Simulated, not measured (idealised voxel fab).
Name of the process module below: voxel capacitor over wiring
In the cross-section labelled cut, the width is 245 nm and each square cell is 5 nm.
Cross-section = grid of square cells, listed top down in bands; band = one or more rows. What a band's entry tells you: where the top is and where the bottom is, as heights in nm, and after that what lies inside, material by material from left to right, each with its width in nm. Empty space is written as the word "empty", and a single material marked with the word "full width" occupies the band from edge to edge. Heights are expressed relative to 0, this being the level below which the as-received wafer comprises one material exclusively. The lowest band is unbounded in the downward direction and is denoted as in "0 nm and below". Read "30->40" as a graded width: first number on top, second number at the bottom, same change between each pair of neighbouring rows. Step note "remained unchanged" = no cross-section cell changed. You'll see "Fully sealed cavities" listing empty spaces that have no way open to the top, as long as they're 8 cells or more; the notation is width x height at distance, where the distance is from the left edge, and all of it is in nm. If you see something after the settings on a step's line, that's the simulator's own remark about that step. overlay nm: where the mask lay relative to plan, measured to the right, on steps with a mask; negatives go left.

Plan:
1 RECEIVE, material Si
2 CONFORMAL_DEP, material SiO2, thk nm 15
3 CONFORMAL_DEP, material SiCN, thk nm 5
4 DIRECTIONAL_DEP, material SiO2, thk nm 25
5 DIRECTIONAL_DEP, material aC, thk nm 15
6 PATTERN, tone open, mask id METAL_1, material resist, width nm 25, pitch nm 80, thk nm 30, overlay nm 0
7 DIRECTIONAL_ETCH, etch materials aC, depth nm 15
8 STRIP, etch materials resist
9 DIRECTIONAL_ETCH, etch materials SiO2, depth nm 25
10 DIRECTIONAL_ETCH, etch materials SiCN, depth nm 5
11 STRIP, etch materials aC
12 CONFORMAL_DEP, material TiN, thk nm 5
13 FILL_DEP, material Cu, thk nm 5
14 CMP, height nm 45
15 CONFORMAL_DEP, material SiCN, thk nm 5
16 DIRECTIONAL_DEP, material SiO2, thk nm 10
17 DIRECTIONAL_DEP, material aC, thk nm 10
18 PATTERN, tone open, mask id PLUG_1, material resist, width nm 15, thk nm 25, overlay nm 0
19 DIRECTIONAL_ETCH, etch materials aC, depth nm 10
20 STRIP, etch materials resist
21 DIRECTIONAL_ETCH, etch materials SiO2, depth nm 10
22 DIRECTIONAL_ETCH, etch materials SiCN, depth nm 5
23 STRIP, etch materials aC
24 CONFORMAL_DEP, material TiN, thk nm 5
25 FILL_DEP, material Ru, thk nm 5
26 CMP, height nm 60
27 DIRECTIONAL_DEP, material TiN, thk nm 10
28 DIRECTIONAL_DEP, material HfO2, thk nm 5
29 DIRECTIONAL_DEP, material TiN, thk nm 5
30 DIRECTIONAL_DEP, material aC, thk nm 15
31 PATTERN, tone cover, mask id UPPER_PLATE, material resist, width nm 60, thk nm 30, overlay nm 0
32 DIRECTIONAL_ETCH, etch materials aC, depth nm 15
33 STRIP, etch materials resist
34 DIRECTIONAL_ETCH, etch materials TiN, depth nm 5
35 DIRECTIONAL_ETCH, etch materials HfO2, depth nm 5
36 STRIP, etch materials aC
37 PATTERN, tone cover, mask id LOWER_PLATE, material resist, width nm 70, thk nm 20, overlay nm 0
38 DIRECTIONAL_ETCH, etch materials TiN, depth nm 10
39 STRIP, etch materials resist
40 FILL_DEP, material SiO2, thk nm 20
41 CMP, height nm 95
42 PATTERN, tone open, mask id PLUG_2, material resist, width nm 15, thk nm 20, overlay nm 0
43 DIRECTIONAL_ETCH, etch materials SiO2, depth nm 15
44 STRIP, etch materials resist
45 CONFORMAL_DEP, material TiN, thk nm 5
46 FILL_DEP, material Ru, thk nm 5
47 CMP, height nm 95
48 CONFORMAL_DEP, material SiCN, thk nm 5

Below: the first of two wafers, run as planned:

Wafer as received: cross-section following step 1:
  0 nm and below = Si full width
  Fully sealed cavities: none

The wafer, seen in cross-section, after step 2:
  15 nm to 0 nm = SiO2 full width
  Below a height of 0, the structure has not been altered.

The wafer, seen in cross-section, after step 3:
  20 nm to 15 nm = SiCN full width
  Below a height of 15, the structure has not been altered.

The wafer, seen in cross-section, after step 4:
  45 nm to 20 nm = SiO2 full width
  Below a height of 20, the structure has not been altered.

The wafer, seen in cross-section, after step 5:
  60 nm to 45 nm = aC full width
  Below a height of 45, the structure has not been altered.

The wafer, seen in cross-section, after step 6:
  90 nm to 60 nm = 70 of resist / 25 of empty / 55 of resist / 25 of empty / 70 of resist
  Below a height of 60, the structure has not been altered.

The wafer, seen in cross-section, after step 7:
  75 nm to 60 nm = 70 of resist / 25 of empty / 55 of resist / 25 of empty / 70 of resist
  60 nm to 45 nm = 70 of aC / 25 of empty / 55 of aC / 25 of empty / 70 of aC
  Below a height of 45, the structure has not been altered.

The wafer, seen in cross-section, after step 8:
  60 nm to 45 nm = 70 of aC / 25 of empty / 55 of aC / 25 of empty / 70 of aC
  Below a height of 45, the structure has not been altered.

The wafer, seen in cross-section, after step 9:
  60 nm to 45 nm = 70 of aC / 25 of empty / 55 of aC / 25 of empty / 70 of aC
  45 nm to 20 nm = 70 of SiO2 / 25 of empty / 55 of SiO2 / 25 of empty / 70 of SiO2
  Below a height of 20, the structure has not been altered.

The wafer, seen in cross-section, after step 10:
  60 nm to 45 nm = 70 of aC / 25 of empty / 55 of aC / 25 of empty / 70 of aC
  45 nm to 20 nm = 70 of SiO2 / 25 of empty / 55 of SiO2 / 25 of empty / 70 of SiO2
  20 nm to 15 nm = 70 of SiCN / 25 of empty / 55 of SiCN / 25 of empty / 70 of SiCN
  Below a height of 15, the structure has not been altered.

The wafer, seen in cross-section, after step 11:
  45 nm to 20 nm = 70 of SiO2 / 25 of empty / 55 of SiO2 / 25 of empty / 70 of SiO2
  Below a height of 20, the structure has not been altered.

The wafer, seen in cross-section, after step 12:
  50 nm to 45 nm = 75 of TiN / 15 of empty / 65 of TiN / 15 of empty / 75 of TiN
  45 nm to 20 nm = 70 of SiO2 / 5 of TiN / 15 of empty / 5 of TiN / 55 of SiO2 / 5 of TiN / 15 of empty / 5 of TiN / 70 of SiO2
  20 nm to 15 nm = 70 of SiCN / 25 of TiN / 55 of SiCN / 25 of TiN / 70 of SiCN
  Below a height of 15, the structure has not been altered.

The wafer, seen in cross-section, after step 13:
  55 nm to 50 nm = Cu full width
  50 nm to 45 nm = 75 of TiN / 15 of Cu / 65 of TiN / 15 of Cu / 75 of TiN
  45 nm to 20 nm = 70 of SiO2 / 5 of TiN / 15 of Cu / 5 of TiN / 55 of SiO2 / 5 of TiN / 15 of Cu / 5 of TiN / 70 of SiO2
  Below a height of 20, the structure has not been altered.

The wafer, seen in cross-section, after step 14:
  45 nm to 20 nm = 70 of SiO2 / 5 of TiN / 15 of Cu / 5 of TiN / 55 of SiO2 / 5 of TiN / 15 of Cu / 5 of TiN / 70 of SiO2
  Below a height of 20, the structure has not been altered.

The wafer, seen in cross-section, after step 15:
  50 nm to 45 nm = SiCN full width
  Below a height of 45, the structure has not been altered.

The wafer, seen in cross-section, after step 16:
  60 nm to 50 nm = SiO2 full width
  Below a height of 50, the structure has not been altered.

The wafer, seen in cross-section, after step 17:
  70 nm to 60 nm = aC full width
  Below a height of 60, the structure has not been altered.

The wafer, seen in cross-section, after step 18:
  95 nm to 70 nm = 80 of resist / 15 of empty / 150 of resist
  Below a height of 70, the structure has not been altered.

The wafer, seen in cross-section, after step 19:
  85 nm to 70 nm = 80 of resist / 15 of empty / 150 of resist
  70 nm to 60 nm = 80 of aC / 15 of empty / 150 of aC
  Below a height of 60, the structure has not been altered.

The wafer, seen in cross-section, after step 20:
  70 nm to 60 nm = 80 of aC / 15 of empty / 150 of aC
  Below a height of 60, the structure has not been altered.

The wafer, seen in cross-section, after step 21:
  70 nm to 60 nm = 80 of aC / 15 of empty / 150 of aC
  60 nm to 50 nm = 80 of SiO2 / 15 of empty / 150 of SiO2
  Below a height of 50, the structure has not been altered.

The wafer, seen in cross-section, after step 22:
  70 nm to 60 nm = 80 of aC / 15 of empty / 150 of aC
  60 nm to 50 nm = 80 of SiO2 / 15 of empty / 150 of SiO2
  50 nm to 45 nm = 80 of SiCN / 15 of empty / 150 of SiCN
  Below a height of 45, the structure has not been altered.

The wafer, seen in cross-section, after step 23:
  60 nm to 50 nm = 80 of SiO2 / 15 of empty / 150 of SiO2
  Below a height of 50, the structure has not been altered.

The wafer, seen in cross-section, after step 24:
  65 nm to 60 nm = 85 of TiN / 5 of empty / 155 of TiN
  60 nm to 50 nm = 80 of SiO2 / 5 of TiN / 5 of empty / 5 of TiN / 150 of SiO2
  50 nm to 45 nm = 80 of SiCN / 15 of TiN / 150 of SiCN
  Below a height of 45, the structure has not been altered.

The wafer, seen in cross-section, after step 25:
  70 nm to 65 nm = Ru full width
  65 nm to 60 nm = 85 of TiN / 5 of Ru / 155 of TiN
  60 nm to 50 nm = 80 of SiO2 / 5 of TiN / 5 of Ru / 5 of TiN / 150 of SiO2
  Below a height of 50, the structure has not been altered.

The wafer, seen in cross-section, after step 26:
  60 nm to 50 nm = 80 of SiO2 / 5 of TiN / 5 of Ru / 5 of TiN / 150 of SiO2
  Below a height of 50, the structure has not been altered.

The wafer, seen in cross-section, after step 27:
  70 nm to 60 nm = TiN full width
  Below a height of 60, the structure has not been altered.

The wafer, seen in cross-section, after step 28:
  75 nm to 70 nm = HfO2 full width
  Below a height of 70, the structure has not been altered.

The wafer, seen in cross-section, after step 29:
  80 nm to 75 nm = TiN full width
  Below a height of 75, the structure has not been altered.

The wafer, seen in cross-section, after step 30:
  95 nm to 80 nm = aC full width
  Below a height of 80, the structure has not been altered.

The wafer, seen in cross-section, after step 31:
  125 nm to 95 nm = 80 of empty / 60 of resist / 105 of empty
  Below a height of 95, the structure has not been altered.

The wafer, seen in cross-section, after step 32:
  110 nm to 95 nm = 80 of empty / 60 of resist / 105 of empty
  95 nm to 80 nm = 80 of empty / 60 of aC / 105 of empty
  Below a height of 80, the structure has not been altered.

The wafer, seen in cross-section, after step 33:
  95 nm to 80 nm = 80 of empty / 60 of aC / 105 of empty
  Below a height of 80, the structure has not been altered.

The wafer, seen in cross-section, after step 34:
  95 nm to 80 nm = 80 of empty / 60 of aC / 105 of empty
  80 nm to 75 nm = 80 of empty / 60 of TiN / 105 of empty
  Below a height of 75, the structure has not been altered.

The wafer, seen in cross-section, after step 35:
  95 nm to 80 nm = 80 of empty / 60 of aC / 105 of empty
  80 nm to 75 nm = 80 of empty / 60 of TiN / 105 of empty
  75 nm to 70 nm = 80 of empty / 60 of HfO2 / 105 of empty
  Below a height of 70, the structure has not been altered.

The wafer, seen in cross-section, after step 36:
  80 nm to 75 nm = 80 of empty / 60 of TiN / 105 of empty
  Below a height of 75, the structure has not been altered.

The wafer, seen in cross-section, after step 37:
  100 nm to 80 nm = 75 of empty / 70 of resist / 100 of empty
  80 nm to 75 nm = 75 of empty / 5 of resist / 60 of TiN / 5 of resist / 100 of empty
  75 nm to 70 nm = 75 of empty / 5 of resist / 60 of HfO2 / 5 of resist / 100 of empty
  Below a height of 70, the structure has not been altered.

The wafer, seen in cross-section, after step 38:
  100 nm to 80 nm = 75 of empty / 70 of resist / 100 of empty
  80 nm to 75 nm = 75 of empty / 5 of resist / 60 of TiN / 5 of resist / 100 of empty
  75 nm to 70 nm = 75 of empty / 5 of resist / 60 of HfO2 / 5 of resist / 100 of empty
  70 nm to 60 nm = 75 of empty / 70 of TiN / 100 of empty
  Below a height of 60, the structure has not been altered.

The wafer, seen in cross-section, after step 39:
  80 nm to 75 nm = 80 of empty / 60 of TiN / 105 of empty
  75 nm to 70 nm = 80 of empty / 60 of HfO2 / 105 of empty
  Below a height of 70, the structure has not been altered.

The wafer, seen in cross-section, after step 40:
  100 nm to 80 nm = SiO2 full width
  80 nm to 75 nm = 80 of SiO2 / 60 of TiN / 105 of SiO2
  75 nm to 70 nm = 80 of SiO2 / 60 of HfO2 / 105 of SiO2
  70 nm to 60 nm = 75 of SiO2 / 70 of TiN / 100 of SiO2
  Below a height of 60, the structure has not been altered.

The wafer, seen in cross-section, after step 41:
  95 nm to 80 nm = SiO2 full width
  Below a height of 80, the structure has not been altered.

The wafer, seen in cross-section, after step 42:
  115 nm to 95 nm = 90 of resist / 15 of empty / 140 of resist
  Below a height of 95, the structure has not been altered.

The wafer, seen in cross-section, after step 43:
  115 nm to 95 nm = 90 of resist / 15 of empty / 140 of resist
  95 nm to 80 nm = 90 of SiO2 / 15 of empty / 140 of SiO2
  Below a height of 80, the structure has not been altered.

The wafer, seen in cross-section, after step 44:
  95 nm to 80 nm = 90 of SiO2 / 15 of empty / 140 of SiO2
  Below a height of 80, the structure has not been altered.

The wafer, seen in cross-section, after step 45:
  100 nm to 95 nm = 95 of TiN / 5 of empty / 145 of TiN
  95 nm to 85 nm = 90 of SiO2 / 5 of TiN / 5 of empty / 5 of TiN / 140 of SiO2
  85 nm to 75 nm = 90->80 of SiO2 / 15->60 of TiN / 140->105 of SiO2
  Below a height of 75, the structure has not been altered.

The wafer, seen in cross-section, after step 46:
  105 nm to 100 nm = Ru full width
  100 nm to 95 nm = 95 of TiN / 5 of Ru / 145 of TiN
  95 nm to 85 nm = 90 of SiO2 / 5 of TiN / 5 of Ru / 5 of TiN / 140 of SiO2
  Below a height of 85, the structure has not been altered.

The wafer, seen in cross-section, after step 47:
  95 nm to 85 nm = 90 of SiO2 / 5 of TiN / 5 of Ru / 5 of TiN / 140 of SiO2
  Below a height of 85, the structure has not been altered.

The wafer, seen in cross-section, after step 48:
  100 nm to 95 nm = SiCN full width
  Below a height of 95, the structure has not been altered.

Wafer two of the pair: same origin, same plan, one error during the run; identical to wafer one up to and including step 14:

The second wafer cut through, at the time step 15 was supposed to be finished:
  55 nm to 45 nm = SiO2 full width
  Below a height of 45, the structure has not been altered.

The second wafer cut through, at the time step 16 was supposed to be finished:
  60 nm to 55 nm = SiCN full width
  Below a height of 55, the structure has not been altered.

The second wafer cut through, at the time step 17 was supposed to be finished:
  70 nm to 60 nm = aC full width
  Below a height of 60, the structure has not been altered.

The second wafer cut through, at the time step 18 was supposed to be finished:
  95 nm to 70 nm = 80 of resist / 15 of empty / 150 of resist
  Below a height of 70, the structure has not been altered.

The second wafer cut through, at the time step 19 was supposed to be finished:
  85 nm to 70 nm = 80 of resist / 15 of empty / 150 of resist
  70 nm to 60 nm = 80 of aC / 15 of empty / 150 of aC
  Below a height of 60, the structure has not been altered.

The second wafer cut through, at the time step 20 was supposed to be finished:
  70 nm to 60 nm = 80 of aC / 15 of empty / 150 of aC
  Below a height of 60, the structure has not been altered.

The second wafer cut through, at the time step 21 was supposed to be finished: remained unchanged

The second wafer cut through, at the time step 22 was supposed to be finished:
  70 nm to 60 nm = 80 of aC / 15 of empty / 150 of aC
  60 nm to 55 nm = 80 of SiCN / 15 of empty / 150 of SiCN
  Below a height of 55, the structure has not been altered.

The second wafer cut through, at the time step 23 was supposed to be finished:
  60 nm to 55 nm = 80 of SiCN / 15 of empty / 150 of SiCN
  Below a height of 55, the structure has not been altered.

The second wafer cut through, at the time step 24 was supposed to be finished:
  65 nm to 60 nm = 85 of TiN / 5 of empty / 155 of TiN
  60 nm to 55 nm = 80 of SiCN / 15 of TiN / 150 of SiCN
  Below a height of 55, the structure has not been altered.

The second wafer cut through, at the time step 25 was supposed to be finished:
  70 nm to 65 nm = Ru full width
  65 nm to 60 nm = 85 of TiN / 5 of Ru / 155 of TiN
  Below a height of 60, the structure has not been altered.

The second wafer cut through, at the time step 26 was supposed to be finished:
  60 nm to 55 nm = 80 of SiCN / 15 of TiN / 150 of SiCN
  Below a height of 55, the structure has not been altered.

The second wafer cut through, at the time step 27 was supposed to be finished:
  70 nm to 60 nm = TiN full width
  Below a height of 60, the structure has not been altered.

The second wafer cut through, at the time step 28 was supposed to be finished:
  75 nm to 70 nm = HfO2 full width
  Below a height of 70, the structure has not been altered.

The second wafer cut through, at the time step 29 was supposed to be finished:
  80 nm to 75 nm = TiN full width
  Below a height of 75, the structure has not been altered.

The second wafer cut through, at the time step 30 was supposed to be finished:
  95 nm to 80 nm = aC full width
  Below a height of 80, the structure has not been altered.

The second wafer cut through, at the time step 31 was supposed to be finished:
  125 nm to 95 nm = 80 of empty / 60 of resist / 105 of empty
  Below a height of 95, the structure has not been altered.

The second wafer cut through, at the time step 32 was supposed to be finished:
  110 nm to 95 nm = 80 of empty / 60 of resist / 105 of empty
  95 nm to 80 nm = 80 of empty / 60 of aC / 105 of empty
  Below a height of 80, the structure has not been altered.

The second wafer cut through, at the time step 33 was supposed to be finished:
  95 nm to 80 nm = 80 of empty / 60 of aC / 105 of empty
  Below a height of 80, the structure has not been altered.

The second wafer cut through, at the time step 34 was supposed to be finished:
  95 nm to 80 nm = 80 of empty / 60 of aC / 105 of empty
  80 nm to 75 nm = 80 of empty / 60 of TiN / 105 of empty
  Below a height of 75, the structure has not been altered.

The second wafer cut through, at the time step 35 was supposed to be finished:
  95 nm to 80 nm = 80 of empty / 60 of aC / 105 of empty
  80 nm to 75 nm = 80 of empty / 60 of TiN / 105 of empty
  75 nm to 70 nm = 80 of empty / 60 of HfO2 / 105 of empty
  Below a height of 70, the structure has not been altered.

The second wafer cut through, at the time step 36 was supposed to be finished:
  80 nm to 75 nm = 80 of empty / 60 of TiN / 105 of empty
  Below a height of 75, the structure has not been altered.

The second wafer cut through, at the time step 37 was supposed to be finished:
  100 nm to 80 nm = 75 of empty / 70 of resist / 100 of empty
  80 nm to 75 nm = 75 of empty / 5 of resist / 60 of TiN / 5 of resist / 100 of empty
  75 nm to 70 nm = 75 of empty / 5 of resist / 60 of HfO2 / 5 of resist / 100 of empty
  Below a height of 70, the structure has not been altered.

The second wafer cut through, at the time step 38 was supposed to be finished:
  100 nm to 80 nm = 75 of empty / 70 of resist / 100 of empty
  80 nm to 75 nm = 75 of empty / 5 of resist / 60 of TiN / 5 of resist / 100 of empty
  75 nm to 70 nm = 75 of empty / 5 of resist / 60 of HfO2 / 5 of resist / 100 of empty
  70 nm to 60 nm = 75 of empty / 70 of TiN / 100 of empty
  Below a height of 60, the structure has not been altered.

The second wafer cut through, at the time step 39 was supposed to be finished:
  80 nm to 75 nm = 80 of empty / 60 of TiN / 105 of empty
  75 nm to 70 nm = 80 of empty / 60 of HfO2 / 105 of empty
  Below a height of 70, the structure has not been altered.

The second wafer cut through, at the time step 40 was supposed to be finished:
  100 nm to 80 nm = SiO2 full width
  80 nm to 75 nm = 80 of SiO2 / 60 of TiN / 105 of SiO2
  75 nm to 70 nm = 80 of SiO2 / 60 of HfO2 / 105 of SiO2
  70 nm to 60 nm = 75 of SiO2 / 70 of TiN / 100 of SiO2
  Below a height of 60, the structure has not been altered.

The second wafer cut through, at the time step 41 was supposed to be finished:
  95 nm to 80 nm = SiO2 full width
  Below a height of 80, the structure has not been altered.

The second wafer cut through, at the time step 42 was supposed to be finished:
  115 nm to 95 nm = 90 of resist / 15 of empty / 140 of resist
  Below a height of 95, the structure has not been altered.

The second wafer cut through, at the time step 43 was supposed to be finished:
  115 nm to 95 nm = 90 of resist / 15 of empty / 140 of resist
  95 nm to 80 nm = 90 of SiO2 / 15 of empty / 140 of SiO2
  Below a height of 80, the structure has not been altered.

The second wafer cut through, at the time step 44 was supposed to be finished:
  95 nm to 80 nm = 90 of SiO2 / 15 of empty / 140 of SiO2
  Below a height of 80, the structure has not been altered.

The second wafer cut through, at the time step 45 was supposed to be finished:
  100 nm to 95 nm = 95 of TiN / 5 of empty / 145 of TiN
  95 nm to 85 nm = 90 of SiO2 / 5 of TiN / 5 of empty / 5 of TiN / 140 of SiO2
  85 nm to 75 nm = 90->80 of SiO2 / 15->60 of TiN / 140->105 of SiO2
  Below a height of 75, the structure has not been altered.

The second wafer cut through, at the time step 46 was supposed to be finished:
  105 nm to 100 nm = Ru full width
  100 nm to 95 nm = 95 of TiN / 5 of Ru / 145 of TiN
  95 nm to 85 nm = 90 of SiO2 / 5 of TiN / 5 of Ru / 5 of TiN / 140 of SiO2
  Below a height of 85, the structure has not been altered.

The second wafer cut through, at the time step 47 was supposed to be finished:
  95 nm to 85 nm = 90 of SiO2 / 5 of TiN / 5 of Ru / 5 of TiN / 140 of SiO2
  Below a height of 85, the structure has not been altered.

The second wafer cut through, at the time step 48 was supposed to be finished:
  100 nm to 95 nm = SiCN full width
  Below a height of 95, the structure has not been altered.
The mistake made against the process plan was this: plan vs actual: 15 and 16 interchanged
The final cell counts differ between the wafers, with the second having more or fewer of some materials than the first: -2 Ru | +6 SiO2 | -4 TiN
